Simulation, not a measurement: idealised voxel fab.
Process module under the name voxel released beams
Pictured: cross-section cut, 170 nm wide, on a grid of 5 nm square cells.
In this document a cross-section is written as a grid of square cells. It is given as a series of bands, listed from the top down, and a band is one or more rows of cells. First you get the band's top height and its bottom height, in nm, and then the materials it's made of, left to right, with each width in nm. If you see a single material with "full width", that one covers the band edge to edge. "empty" is empty space. Heights are reckoned from 0. Under this level, the received wafer is all of one material. The bottommost band is open-ended downward, for example "z 0 and below". A width such as "30 to 40" changes by the same amount from each row of cells to the next, from the band's top row to its bottom row. Where a step carries "no change occurred", the cross-section came out of it unchanged, cell for cell. Each empty space that has no open way to the top and spans at least 8 cells appears under "Sealed void inventory" as width x height at distance, the distance counted from the left edge, all in nm. Note: text after step settings on the step line = simulator remark on that step. Among the settings permitted on a step's line is "overlay nm"; applied to a step with a mask, it specifies the extent to which the mask lay to the right of its planned position, whereas a negative figure signifies a position to the left.
# Planned step list for the process
| 1 | RECEIVE | material Si |
| 2 | CONFORMAL_DEP | material SiN | thk nm 5 |
| 3 | DIRECTIONAL_DEP | material SiO2 | thk nm 20 |
| 4 | DIRECTIONAL_DEP | material aC | thk nm 15 |
| 5 | PATTERN | tone open | mask id ANCHOR | material resist | width nm 45 | thk nm 30 | overlay nm 0 |
| 6 | DIRECTIONAL_ETCH | etch materials aC | depth nm 15 |
| 7 | STRIP | etch materials resist |
| 8 | DIRECTIONAL_ETCH | etch materials SiO2 | depth nm 20 |
| 9 | STRIP | etch materials aC |
| 10 | CONFORMAL_DEP | material polySi | thk nm 15 |
| 11 | DIRECTIONAL_DEP | material aC | thk nm 10 |
| 12 | PATTERN | tone cover | mask id BEAM | material resist | width nm 90 | thk nm 25 | overlay nm 0 |
| 13 | DIRECTIONAL_ETCH | etch materials aC | depth nm 10 |
| 14 | STRIP | etch materials resist |
| 15 | DIRECTIONAL_ETCH | etch materials polySi | depth nm 15 |
| 16 | STRIP | etch materials aC |
| 17 | STRIP | etch materials SiO2 |
# As-received state of the wafer in cross-section, equivalent to post-step 1
* z 0 and below  Si full width
* Sealed void inventory: none
# Cross-sectional view of the first of the two wafers upon completion of the module, processed in accordance with the plan
* z 40 to 25  empty=35; polySi=20; empty=15; polySi=55; empty=45
* z 25 to 20  empty=40; polySi=15; empty=15; polySi=15; empty=85
* z 20 to 5  empty=40; polySi=45; empty=85
* z 5 to 0  SiN full width
* z 0 and below  Si full width
* Sealed void inventory: none
# Cross-section, second wafer: same start as the first, same plan as the first, one mistake in running it; taken at the end of the module
* z 55 to 40  empty=35; polySi=90; empty=45
* z 40 to 25  polySi full width
* z 25 to 5  SiO2=40; polySi=45; SiO2=85
* z 5 to 0  SiN full width
* z 0 and below  Si full width
* Sealed void inventory: none
Diagnosis: twice over, step 10 of the plan was run
Wafer comparison, final, in cells, second relative to first, materials more or fewer: 100 more of SiO2, 114 more of polySi
